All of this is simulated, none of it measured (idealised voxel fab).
process module | voxel self aligned contacts
FYI the section here is cut, 230 nm wide, cells are 5 nm squares.
Notation: cross-section as square-cell grid; stated in bands, top first, going down; one or more cell rows per band.
The band entry comprises the height of the band's top followed by the height of its bottom, expressed in nm, and subsequently the band's materials from left to right, each stated together with its width in nm. Where a single material is marked with the word "all across", that material fills the band from edge to edge. The word "empty" represents empty space.
Basically, 0 is our baseline, since under it the wafer straight out of the box is all one material. The bottom band has no lower end and keeps on going down, so it looks like "0 -> down".
Per-row width for "30->40": begins at first number (top row of band), ends at second number (bottom row), increment between rows held constant.
Key: "no change occurred" - step with no changed cell in the cross-section.
The entry "Fully enclosed voids" lists the empty spaces that cover at least 8 cells and have no open path to the top. Each is written as width x height at distance, where the distance is measured from the left edge and all three values are in nm.
On each step's line, the part that comes after the settings is the simulator's own comment on the step.
overlay nm: on a step with a mask, how far right of its planned place the mask lay; negative means left.
Note: before/after cross-section pairs follow, one process step per pair, after-side truncated at the lowest changed band, step and settings given beneath. Different runs of this module on the same starting wafer may supply the pairs; a pair continues the one above only where the "Pre-step cross-section" entry says so.

### Pre-step cross-section
> 55 -> 35  SiO2 (60)  SiN (45)  empty (15)  SiN (45)  SiO2 (65)
> 35 -> 5  SiO2 (60)  SiN (5)  polySi (35)  SiN (5)  empty (15)  SiN (5)  polySi (35)  SiN (5)  SiO2 (65)
> 5 -> 0  SiO2 (105)  empty (15)  SiO2 (110)
> 0 -> down  Si all across
> Fully enclosed voids: none

### Post-Step Section View
> 60 -> 55  TiN (110)  empty (5)  TiN (115)
> 55 -> 35  SiO2 (60)  SiN (45)  TiN (5)  empty (5)  TiN (5)  SiN (45)  SiO2 (65)
> 35 -> 5  SiO2 (60)  SiN (5)  polySi (35)  SiN (5)  TiN (5)  empty (5)  TiN (5)  SiN (5)  polySi (35)  SiN (5)  SiO2 (65)
> 5 -> 0  SiO2 (105)  TiN (15)  SiO2 (110)
> Below 0, the layers are the same as they were.
> Fully enclosed voids: none
Between the two cross-sections shown above, the process step is CONFORMAL_DEP | material TiN | thk nm 5

Pre-step cross-section: the pre-step structure is the one depicted after the step in the pair just above.

### Post-Step Section View
> 70 -> 60  Ru all across
> 60 -> 55  TiN (110)  Ru (5)  TiN (115)
> 55 -> 35  SiO2 (60)  SiN (45)  TiN (5)  Ru (5)  TiN (5)  SiN (45)  SiO2 (65)
> 35 -> 5  SiO2 (60)  SiN (5)  polySi (35)  SiN (5)  TiN (5)  Ru (5)  TiN (5)  SiN (5)  polySi (35)  SiN (5)  SiO2 (65)
> Below 5, the layers are the same as they were.
> Fully enclosed voids: none
Between the two cross-sections shown above, the process step is FILL_DEP | material Ru | thk nm 10

Pre-step cross-section: the pre-step structure is the one depicted after the step in the pair just above.

### Post-Step Section View
> 65 -> 60  Ru all across
> Below 60, the layers are the same as they were.
> Fully enclosed voids: none
Between the two cross-sections shown above, the process step is CMP | height nm 65

Pre-step cross-section: the pre-step structure is the one depicted after the step in the pair just above.

### Post-Step Section View
> 70 -> 65  SiCN all across
> Below 65, the layers are the same as they were.
> Fully enclosed voids: none
Between the two cross-sections shown above, the process step is CONFORMAL_DEP | material SiCN | thk nm 5

### Pre-step cross-section
> 55 -> 35  SiN all across
> 35 -> 5  polySi all across
> 5 -> 0  SiO2 all across
> 0 -> down  Si all across
> Fully enclosed voids: none

### Post-Step Section View
> 70 -> 55  empty (60)  resist (45)  empty (15)  resist (45)  empty (65)
> Below 55, the layers are the same as they were.
> Fully enclosed voids: none
Between the two cross-sections shown above, the process step is PATTERN | tone cover | mask id GATE | material resist | width nm 45 | pitch nm 60 | thk nm 15 | overlay nm 0

Pre-step cross-section: the pre-step structure is the one depicted after the step in the pair just above.

### Post-Step Section View
> 70 -> 55  empty (60)  resist (45)  empty (15)  resist (45)  empty (65)
> 55 -> 35  empty (60)  SiN (45)  empty (15)  SiN (45)  empty (65)
> Below 35, the layers are the same as they were.
> Fully enclosed voids: none
Between the two cross-sections shown above, the process step is DIRECTIONAL_ETCH | etch materials SiN | depth nm 20

Pre-step cross-section: the pre-step structure is the one depicted after the step in the pair just above.

### Post-Step Section View
> 70 -> 55  empty (60)  resist (45)  empty (15)  resist (45)  empty (65)
> 55 -> 35  empty (60)  SiN (45)  empty (15)  SiN (45)  empty (65)
> 35 -> 5  empty (60)  polySi (45)  empty (15)  polySi (45)  empty (65)
> Below 5, the layers are the same as they were.
> Fully enclosed voids: none
Between the two cross-sections shown above, the process step is DIRECTIONAL_ETCH | etch materials polySi | depth nm 30

Pre-step cross-section: the pre-step structure is the one depicted after the step in the pair just above.

### Post-Step Section View
> 55 -> 35  empty (60)  SiN (45)  empty (15)  SiN (45)  empty (65)
> Below 35, the layers are the same as they were.
> Fully enclosed voids: none
Between the two cross-sections shown above, the process step is STRIP | etch materials resist

Pre-step cross-section: the pre-step structure is the one depicted after the step in the pair just above.

### Post-Step Section View
> 60 -> 35  empty (55)  SiN (55)  empty (5)  SiN (55)  empty (60)
> 35 -> 10  empty (55)  SiN (5)  polySi (45)  SiN (5)  empty (5)  SiN (5)  polySi (45)  SiN (5)  empty (60)
> 10 -> 5  SiN (60)  polySi (45)  SiN (15)  polySi (45)  SiN (65)
> Below 5, the layers are the same as they were.
> Fully enclosed voids: none
Between the two cross-sections shown above, the process step is CONFORMAL_DEP | material SiN | thk nm 5

Pre-step cross-section: the pre-step structure is the one depicted after the step in the pair just above.

### Post-Step Section View
> 55 -> 35  empty (55)  SiN (55)  empty (5)  SiN (55)  empty (60)
> 35 -> 5  empty (55)  SiN (5)  polySi (45)  SiN (5)  empty (5)  SiN (5)  polySi (45)  SiN (5)  empty (60)
> Below 5, the layers are the same as they were.
> Fully enclosed voids: none
Between the two cross-sections shown above, the process step is DIRECTIONAL_ETCH | etch materials SiN | depth nm 5

Pre-step cross-section: the pre-step structure is the one depicted after the step in the pair just above.

### Post-Step Section View
> 75 -> 55  SiO2 all across
> 55 -> 35  SiO2 (55)  SiN (55)  SiO2 (5)  SiN (55)  SiO2 (60)
> 35 -> 5  SiO2 (55)  SiN (5)  polySi (45)  SiN (5)  SiO2 (5)  SiN (5)  polySi (45)  SiN (5)  SiO2 (60)
> Below 5, the layers are the same as they were.
> Fully enclosed voids: none
Between the two cross-sections shown above, the process step is FILL_DEP | material SiO2 | thk nm 20

Pre-step cross-section: the pre-step structure is the one depicted after the step in the pair just above.

### Post-Step Section View
> 65 -> 55  SiO2 all across
> Below 55, the layers are the same as they were.
> Fully enclosed voids: none
Between the two cross-sections shown above, the process step is CMP | height nm 65

Pre-step cross-section: the pre-step structure is the one depicted after the step in the pair just above.

### Post-Step Section View
> 80 -> 65  resist (95)  empty (35)  resist (100)
> Below 65, the layers are the same as they were.
> Fully enclosed voids: none
Between the two cross-sections shown above, the process step is PATTERN | tone open | mask id CONTACT | material resist | width nm 35 | thk nm 15 | overlay nm 0

Pre-step cross-section: the pre-step structure is the one depicted after the step in the pair just above.

### Post-Step Section View
> 80 -> 65  resist (95)  empty (35)  resist (100)
> 65 -> 55  SiO2 (95)  empty (35)  SiO2 (100)
> 55 -> 35  SiO2 (55)  SiN (55)  empty (5)  SiN (55)  SiO2 (60)
> 35 -> 5  SiO2 (55)  SiN (5)  polySi (45)  SiN (5)  empty (5)  SiN (5)  polySi (45)  SiN (5)  SiO2 (60)
> 5 -> 0  SiO2 (110)  empty (5)  SiO2 (115)
> Below 0, the layers are the same as they were.
> Fully enclosed voids: none
Between the two cross-sections shown above, the process step is DIRECTIONAL_ETCH | etch materials SiO2 | depth nm 65

Pre-step cross-section: the pre-step structure is the one depicted after the step in the pair just above.

### Post-Step Section View
> 65 -> 55  SiO2 (95)  empty (35)  SiO2 (100)
> Below 55, the layers are the same as they were.
> Fully enclosed voids: none
Between the two cross-sections shown above, the process step is STRIP | etch materials resist

Pre-step cross-section: the pre-step structure is the one depicted after the step in the pair just above.

### Post-Step Section View
> 70 -> 65  TiN (100)  empty (25)  TiN (105)
> 65 -> 60  SiO2 (95)  TiN (5)  empty (25)  TiN (5)  SiO2 (100)
> 60 -> 55  SiO2 (95)  TiN (35)  SiO2 (100)
> 55 -> 35  SiO2 (55)  SiN (55)  TiN (5)  SiN (55)  SiO2 (60)
> 35 -> 5  SiO2 (55)  SiN (5)  polySi (45)  SiN (5)  TiN (5)  SiN (5)  polySi (45)  SiN (5)  SiO2 (60)
> 5 -> 0  SiO2 (110)  TiN (5)  SiO2 (115)
> Below 0, the layers are the same as they were.
> Fully enclosed voids: none
Between the two cross-sections shown above, the process step is CONFORMAL_DEP | material TiN | thk nm 5

Pre-step cross-section: the pre-step structure is the one depicted after the step in the pair just above.

### Post-Step Section View
> 80 -> 70  Ru all across
> 70 -> 65  TiN (100)  Ru (25)  TiN (105)
> 65 -> 60  SiO2 (95)  TiN (5)  Ru (25)  TiN (5)  SiO2 (100)
> Below 60, the layers are the same as they were.
> Fully enclosed voids: none
Between the two cross-sections shown above, the process step is FILL_DEP | material Ru | thk nm 10

Pre-step cross-section: the pre-step structure is the one depicted after the step in the pair just above.

### Post-Step Section View
> 65 -> 60  SiO2 (95)  TiN (5)  Ru (25)  TiN (5)  SiO2 (100)
> Below 60, the layers are the same as they were.
> Fully enclosed voids: none
Between the two cross-sections shown above, the process step is CMP | height nm 65

Pre-step cross-section: the pre-step structure is the one depicted after the step in the pair just above.

### Post-Step Section View
> 70 -> 65  SiCN all across
> Below 65, the layers are the same as they were.
> Fully enclosed voids: none
Between the two cross-sections shown above, the process step is CONFORMAL_DEP | material SiCN | thk nm 5

### Pre-step cross-section
> 65 -> 55  SiO2 all across
> 55 -> 35  SiO2 (60)  SiN (45)  SiO2 (15)  SiN (45)  SiO2 (65)
> 35 -> 5  SiO2 (60)  SiN (5)  polySi (35)  SiN (5)  SiO2 (15)  SiN (5)  polySi (35)  SiN (5)  SiO2 (65)
> 5 -> 0  SiO2 all across
> 0 -> down  Si all across
> Fully enclosed voids: none

### Post-Step Section View
> 80 -> 65  resist (105)  empty (35)  resist (90)
> Below 65, the layers are the same as they were.
> Fully enclosed voids: none
Between the two cross-sections shown above, the process step is PATTERN | tone open | mask id CONTACT | material resist | width nm 35 | thk nm 15 | overlay nm 10

Pre-step cross-section: the pre-step structure is the one depicted after the step in the pair just above.

### Post-Step Section View
> 80 -> 65  resist (105)  empty (35)  resist (90)
> 65 -> 55  SiO2 (105)  empty (35)  SiO2 (90)
> 55 -> 35  SiO2 (60)  SiN (45)  empty (15)  SiN (45)  SiO2 (65)
> 35 -> 5  SiO2 (60)  SiN (5)  polySi (35)  SiN (5)  empty (15)  SiN (5)  polySi (35)  SiN (5)  SiO2 (65)
> 5 -> 0  SiO2 (105)  empty (15)  SiO2 (110)
> Below 0, the layers are the same as they were.
> Fully enclosed voids: none
Between the two cross-sections shown above, the process step is DIRECTIONAL_ETCH | etch materials SiO2 | depth nm 65

Pre-step cross-section: the pre-step structure is the one depicted after the step in the pair just above.

### Post-Step Section View
> 65 -> 55  SiO2 (105)  empty (35)  SiO2 (90)
> Below 55, the layers are the same as they were.
> Fully enclosed voids: none
Between the two cross-sections shown above, the process step is STRIP | etch materials resist

Pre-step cross-section: the pre-step structure is the one depicted after the step in the pair just above.

### Post-Step Section View
> 70 -> 65  TiN (110)  empty (25)  TiN (95)
> 65 -> 55  SiO2 (105)  TiN (5)  empty (25->5)  TiN (5->25)  SiO2 (90)
> 55 -> 35  SiO2 (60)  SiN (45)  TiN (5)  empty (5)  TiN (5)  SiN (45)  SiO2 (65)
> 35 -> 5  SiO2 (60)  SiN (5)  polySi (35)  SiN (5)  TiN (5)  empty (5)  TiN (5)  SiN (5)  polySi (35)  SiN (5)  SiO2 (65)
> 5 -> 0  SiO2 (105)  TiN (15)  SiO2 (110)
> Below 0, the layers are the same as they were.
> Fully enclosed voids: none
Between the two cross-sections shown above, the process step is CONFORMAL_DEP | material TiN | thk nm 5

Pre-step cross-section: the pre-step structure is the one depicted after the step in the pair just above.

### Post-Step Section View
> 80 -> 70  Ru all across
> 70 -> 65  TiN (110)  Ru (25)  TiN (95)
> 65 -> 55  SiO2 (105)  TiN (5)  Ru (25->5)  TiN (5->25)  SiO2 (90)
> 55 -> 35  SiO2 (60)  SiN (45)  TiN (5)  Ru (5)  TiN (5)  SiN (45)  SiO2 (65)
> 35 -> 5  SiO2 (60)  SiN (5)  polySi (35)  SiN (5)  TiN (5)  Ru (5)  TiN (5)  SiN (5)  polySi (35)  SiN (5)  SiO2 (65)
> Below 5, the layers are the same as they were.
> Fully enclosed voids: none
Between the two cross-sections shown above, the process step is FILL_DEP | material Ru | thk nm 10

Pre-step cross-section: the pre-step structure is the one depicted after the step in the pair just above.

### Post-Step Section View
> 65 -> 55  SiO2 (105)  TiN (5)  Ru (25->5)  TiN (5->25)  SiO2 (90)
> Below 55, the layers are the same as they were.
> Fully enclosed voids: none
Between the two cross-sections shown above, the process step is CMP | height nm 65

Pre-step cross-section: the pre-step structure is the one depicted after the step in the pair just above.

### Post-Step Section View
> 70 -> 65  SiCN all across
> Below 65, the layers are the same as they were.
> Fully enclosed voids: none
Between the two cross-sections shown above, the process step is CONFORMAL_DEP | material SiCN | thk nm 5

### Pre-step cross-section
> 5 -> 0  SiO2 all across
> 0 -> down  Si all across
> Fully enclosed voids: none

### Post-Step Section View
> 35 -> 5  SiN all across
> Below 5, the layers are the same as they were.
> Fully enclosed voids: none
Between the two cross-sections shown above, the process step is DIRECTIONAL_DEP | material SiN | thk nm 30

Pre-step cross-section: the pre-step structure is the one depicted after the step in the pair just above.

### Post-Step Section View
> 55 -> 5  SiN all across
> Below 5, the layers are the same as they were.
> Fully enclosed voids: none
Between the two cross-sections shown above, the process step is DIRECTIONAL_DEP | material SiN | thk nm 20

Pre-step cross-section: the pre-step structure is the one depicted after the step in the pair just above.

### Post-Step Section View
> 70 -> 55  empty (65)  resist (35)  empty (25)  resist (35)  empty (70)
> Below 55, the layers are the same as they were.
> Fully enclosed voids: none
Between the two cross-sections shown above, the process step is PATTERN | tone cover | mask id GATE | material resist | width nm 35 | pitch nm 60 | thk nm 15 | overlay nm 0

Pre-step cross-section: the pre-step structure is the one depicted after the step in the pair just above.

### Post-Step Section View
> 70 -> 55  empty (65)  resist (35)  empty (25)  resist (35)  empty (70)
> 55 -> 35  empty (65)  SiN (35)  empty (25)  SiN (35)  empty (70)
> Below 35, the layers are the same as they were.
> Fully enclosed voids: none
Between the two cross-sections shown above, the process step is DIRECTIONAL_ETCH | etch materials SiN | depth nm 20

Pre-step cross-section: the pre-step structure is the one depicted after the step in the pair just above.

### Post-Step Section View
> 55 -> 35  empty (65)  SiN (35)  empty (25)  SiN (35)  empty (70)
> Below 35, the layers are the same as they were.
> Fully enclosed voids: none
Between the two cross-sections shown above, the process step is STRIP | etch materials resist

Pre-step cross-section: the pre-step structure is the one depicted after the step in the pair just above.

### Post-Step Section View
> 60 -> 40  empty (60)  SiN (45)  empty (15)  SiN (45)  empty (65)
> 40 -> 5  SiN all across
> Below 5, the layers are the same as they were.
> Fully enclosed voids: none
Between the two cross-sections shown above, the process step is CONFORMAL_DEP | material SiN | thk nm 5

Pre-step cross-section: the pre-step structure is the one depicted after the step in the pair just above.

### Post-Step Section View
> 55 -> 35  empty (60)  SiN (45)  empty (15)  SiN (45)  empty (65)
> Below 35, the layers are the same as they were.
> Fully enclosed voids: none
Between the two cross-sections shown above, the process step is DIRECTIONAL_ETCH | etch materials SiN | depth nm 5

Pre-step cross-section: the pre-step structure is the one depicted after the step in the pair just above.

### Post-Step Section View
> 75 -> 55  SiO2 all across
> 55 -> 35  SiO2 (60)  SiN (45)  SiO2 (15)  SiN (45)  SiO2 (65)
> Below 35, the layers are the same as they were.
> Fully enclosed voids: none
Between the two cross-sections shown above, the process step is FILL_DEP | material SiO2 | thk nm 20

Pre-step cross-section: the pre-step structure is the one depicted after the step in the pair just above.

### Post-Step Section View
> 65 -> 55  SiO2 all across
> Below 55, the layers are the same as they were.
> Fully enclosed voids: none
Between the two cross-sections shown above, the process step is CMP | height nm 65

Pre-step cross-section: the pre-step structure is the one depicted after the step in the pair just above.

### Post-Step Section View
> 80 -> 65  resist (95)  empty (35)  resist (100)
> Below 65, the layers are the same as they were.
> Fully enclosed voids: none
Between the two cross-sections shown above, the process step is PATTERN | tone open | mask id CONTACT | material resist | width nm 35 | thk nm 15 | overlay nm 0

Pre-step cross-section: the pre-step structure is the one depicted after the step in the pair just above.

### Post-Step Section View
> 80 -> 65  resist (95)  empty (35)  resist (100)
> 65 -> 55  SiO2 (95)  empty (35)  SiO2 (100)
> 55 -> 35  SiO2 (60)  SiN (45)  empty (15)  SiN (45)  SiO2 (65)
> Below 35, the layers are the same as they were.
> Fully enclosed voids: none
Between the two cross-sections shown above, the process step is DIRECTIONAL_ETCH | etch materials SiO2 | depth nm 65

Pre-step cross-section: the pre-step structure is the one depicted after the step in the pair just above.

### Post-Step Section View
> 65 -> 55  SiO2 (95)  empty (35)  SiO2 (100)
> Below 55, the layers are the same as they were.
> Fully enclosed voids: none
Between the two cross-sections shown above, the process step is STRIP | etch materials resist

Pre-step cross-section: the pre-step structure is the one depicted after the step in the pair just above.

### Post-Step Section View
> 70 -> 65  TiN (100)  empty (25)  TiN (105)
> 65 -> 55  SiO2 (95)  TiN (5->15)  empty (25->5)  TiN (5->15)  SiO2 (100)
> 55 -> 40  SiO2 (60)  SiN (45)  TiN (5)  empty (5)  TiN (5)  SiN (45)  SiO2 (65)
> 40 -> 35  SiO2 (60)  SiN (45)  TiN (15)  SiN (45)  SiO2 (65)
> Below 35, the layers are the same as they were.
> Fully enclosed voids: none
Between the two cross-sections shown above, the process step is CONFORMAL_DEP | material TiN | thk nm 5

Pre-step cross-section: the pre-step structure is the one depicted after the step in the pair just above.

### Post-Step Section View
> 80 -> 70  Ru all across
> 70 -> 65  TiN (100)  Ru (25)  TiN (105)
> 65 -> 55  SiO2 (95)  TiN (5->15)  Ru (25->5)  TiN (5->15)  SiO2 (100)
> 55 -> 40  SiO2 (60)  SiN (45)  TiN (5)  Ru (5)  TiN (5)  SiN (45)  SiO2 (65)
> Below 40, the layers are the same as they were.
> Fully enclosed voids: none
Between the two cross-sections shown above, the process step is FILL_DEP | material Ru | thk nm 10

Pre-step cross-section: the pre-step structure is the one depicted after the step in the pair just above.

### Post-Step Section View
> 65 -> 55  SiO2 (95)  TiN (5->15)  Ru (25->5)  TiN (5->15)  SiO2 (100)
> Below 55, the layers are the same as they were.
> Fully enclosed voids: none
Between the two cross-sections shown above, the process step is CMP | height nm 65

Pre-step cross-section: the pre-step structure is the one depicted after the step in the pair just above.

### Post-Step Section View
> 70 -> 65  SiCN all across
> Below 65, the layers are the same as they were.
> Fully enclosed voids: none
Between the two cross-sections shown above, the process step is CONFORMAL_DEP | material SiCN | thk nm 5

### Pre-step cross-section
> 65 -> 55  SiO2 all across
> 55 -> 35  SiO2 (60)  SiN (45)  SiO2 (15)  SiN (45)  SiO2 (65)
> 35 -> 5  SiO2 (60)  SiN (5)  polySi (35)  SiN (5)  SiO2 (15)  SiN (5)  polySi (35)  SiN (5)  SiO2 (65)
> 5 -> 0  SiO2 all across
> 0 -> down  Si all across
> Fully enclosed voids: none

### Post-Step Section View
> 80 -> 65  empty (95)  resist (35)  empty (100)
> Below 65, the layers are the same as they were.
> Fully enclosed voids: none
Between the two cross-sections shown above, the process step is PATTERN | tone cover | mask id CONTACT | material resist | width nm 35 | thk nm 15 | overlay nm 0

Pre-step cross-section: the pre-step structure is the one depicted after the step in the pair just above.

### Post-Step Section View
> 80 -> 65  empty (95)  resist (35)  empty (100)
> 65 -> 55  empty (95)  SiO2 (35)  empty (100)
> 55 -> 35  empty (60)  SiN (45)  SiO2 (15)  SiN (45)  empty (65)
> 35 -> 5  empty (60)  SiN (5)  polySi (35)  SiN (5)  SiO2 (15)  SiN (5)  polySi (35)  SiN (5)  empty (65)
> 5 -> 0  empty (60)  SiO2 (105)  empty (65)
> Below 0, the layers are the same as they were.
> Fully enclosed voids: none
Between the two cross-sections shown above, the process step is DIRECTIONAL_ETCH | etch materials SiO2 | depth nm 65

Pre-step cross-section: the pre-step structure is the one depicted after the step in the pair just above.

### Post-Step Section View
> 65 -> 55  empty (95)  SiO2 (35)  empty (100)
> Below 55, the layers are the same as they were.
> Fully enclosed voids: none
Between the two cross-sections shown above, the process step is STRIP | etch materials resist

Pre-step cross-section: the pre-step structure is the one depicted after the step in the pair just above.

### Post-Step Section View
> 70 -> 65  empty (90)  TiN (45)  empty (95)
> 65 -> 55  empty (90->55)  TiN (5->40)  SiO2 (35)  TiN (5->40)  empty (95->60)
> 55 -> 35  empty (55)  TiN (5)  SiN (45)  SiO2 (15)  SiN (45)  TiN (5)  empty (60)
> 35 -> 5  empty (55)  TiN (5)  SiN (5)  polySi (35)  SiN (5)  SiO2 (15)  SiN (5)  polySi (35)  SiN (5)  TiN (5)  empty (60)
> 5 -> 0  TiN (60)  SiO2 (105)  TiN (65)
> Below 0, the layers are the same as they were.
> Fully enclosed voids: none
Between the two cross-sections shown above, the process step is CONFORMAL_DEP | material TiN | thk nm 5

Pre-step cross-section: the pre-step structure is the one depicted after the step in the pair just above.

### Post-Step Section View
> 80 -> 70  Ru all across
> 70 -> 65  Ru (90)  TiN (45)  Ru (95)
> 65 -> 55  Ru (90->55)  TiN (5->40)  SiO2 (35)  TiN (5->40)  Ru (95->60)
> 55 -> 35  Ru (55)  TiN (5)  SiN (45)  SiO2 (15)  SiN (45)  TiN (5)  Ru (60)
> 35 -> 5  Ru (55)  TiN (5)  SiN (5)  polySi (35)  SiN (5)  SiO2 (15)  SiN (5)  polySi (35)  SiN (5)  TiN (5)  Ru (60)
> Below 5, the layers are the same as they were.
> Fully enclosed voids: none
Between the two cross-sections shown above, the process step is FILL_DEP | material Ru | thk nm 10

Pre-step cross-section: the pre-step structure is the one depicted after the step in the pair just above.

### Post-Step Section View
> 65 -> 55  Ru (90->55)  TiN (5->40)  SiO2 (35)  TiN (5->40)  Ru (95->60)
> Below 55, the layers are the same as they were.
> Fully enclosed voids: none
Between the two cross-sections shown above, the process step is CMP | height nm 65

Pre-step cross-section: the pre-step structure is the one depicted after the step in the pair just above.

### Post-Step Section View
> 70 -> 65  SiCN all across
> Below 65, the layers are the same as they were.
> Fully enclosed voids: none
Between the two cross-sections shown above, the process step is CONFORMAL_DEP | material SiCN | thk nm 5
